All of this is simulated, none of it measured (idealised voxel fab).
The following process module bears the name voxel tone inversion.
cross-section cut | 245 nm wide | cells 5 nm
Cross-section spec: square-cell grid; bands listed top down; each band is one or more rows.
First you get the band's top height and its bottom height, in nm, and then the materials it's made of, left to right, with each width in nm. If you see a single material with "edge to edge", that one covers the band edge to edge. "empty" is empty space.
Where do heights start? At 0: under that level the wafer as delivered is made of one material only. And the lowest band has no floor; it just carries on downward, as in "0 down".
Quick explanation for "30..40": the width changes in equal steps down the rows of cells, from the first number in the band's top row to the second number in its bottom row.
No cell of the cross-section changed in a step that is given as "no modifications".
Reported under the label "Unvented internal voids" are the empty spaces having no open way to the top and comprising 8 cells or more; the notation for each is width x height at distance, in which the distance is measured from the left edge and all three values are in nm.
Note: text after step settings on the step line = simulator remark on that step.
overlay nm: where the mask lay relative to plan, measured to the right, on steps with a mask; negatives go left.

Set out below are the planned steps of the process
step 1: RECEIVE (material Si)
step 2: CONFORMAL_DEP (material SiN; thk nm 10)
step 3: DIRECTIONAL_DEP (material polySi; thk nm 15)
step 4: PATTERN (tone cover; mask id POSTS; material resist; width nm 15; pitch nm 45; thk nm 20; overlay nm 0)
step 5: DIRECTIONAL_ETCH (etch materials polySi; depth nm 15)
step 6: STRIP (etch materials resist)
step 7: FILL_DEP (material SiO2; thk nm 10)
step 8: CMP (height nm 25)
step 9: STRIP (etch materials polySi)
step 10: CONFORMAL_DEP (material TiN; thk nm 5)
step 11: FILL_DEP (material Cu; thk nm 5)
step 12: CMP (height nm 25)
step 13: CONFORMAL_DEP (material SiCN; thk nm 5)
The wafers are alike at the start. At step 4, their width nm differs. The plan lists the first wafer's value.

As-received cross-section, first of several wafers, post step 1
* 0 down = Si edge to edge
* Unvented internal voids: none

The first of several wafers, seen in cross-section after the module's last step, step 13
* 30 to 25 = SiCN edge to edge
* 25 to 15 = SiO2=70, TiN=5, Cu=5, TiN=5, SiO2=30, TiN=5, Cu=5, TiN=5, SiO2=30, TiN=5, Cu=5, TiN=5, SiO2=70
* 15 to 10 = SiO2=70, TiN=15, SiO2=30, TiN=15, SiO2=30, TiN=15, SiO2=70
* 10 to 0 = SiN edge to edge
* 0 down = Si edge to edge
* Unvented internal voids: none

Wafer cross-section (last wafer, module end)
* 30 to 25 = SiCN edge to edge
* 25 to 15 = SiO2=60, TiN=5, Cu=20, TiN=5, SiO2=15, TiN=5, Cu=20, TiN=5, SiO2=15, TiN=5, Cu=20, TiN=5, SiO2=65
* 15 to 10 = SiO2=60, TiN=30, SiO2=15, TiN=30, SiO2=15, TiN=30, SiO2=65
* 10 to 0 = SiN edge to edge
* 0 down = Si edge to edge
* Unvented internal voids: none

Basically each wafer gets a line in the table, showing it at the end of the module: material by material, the cells it gained (+) or lost (-) since we got it, then its closed voids
width nm 15, +6 Cu, +49 SiCN, +98 SiN, +120 SiO2, +21 TiN, Unvented internal voids: none
width nm 20, +12 Cu, +49 SiCN, +98 SiN, +111 SiO2, +24 TiN, Unvented internal voids: none
width nm 25, +18 Cu, +49 SiCN, +98 SiN, +102 SiO2, +27 TiN, Unvented internal voids: none
width nm 30, +24 Cu, +49 SiCN, +98 SiN, +93 SiO2, +30 TiN, Unvented internal voids: none
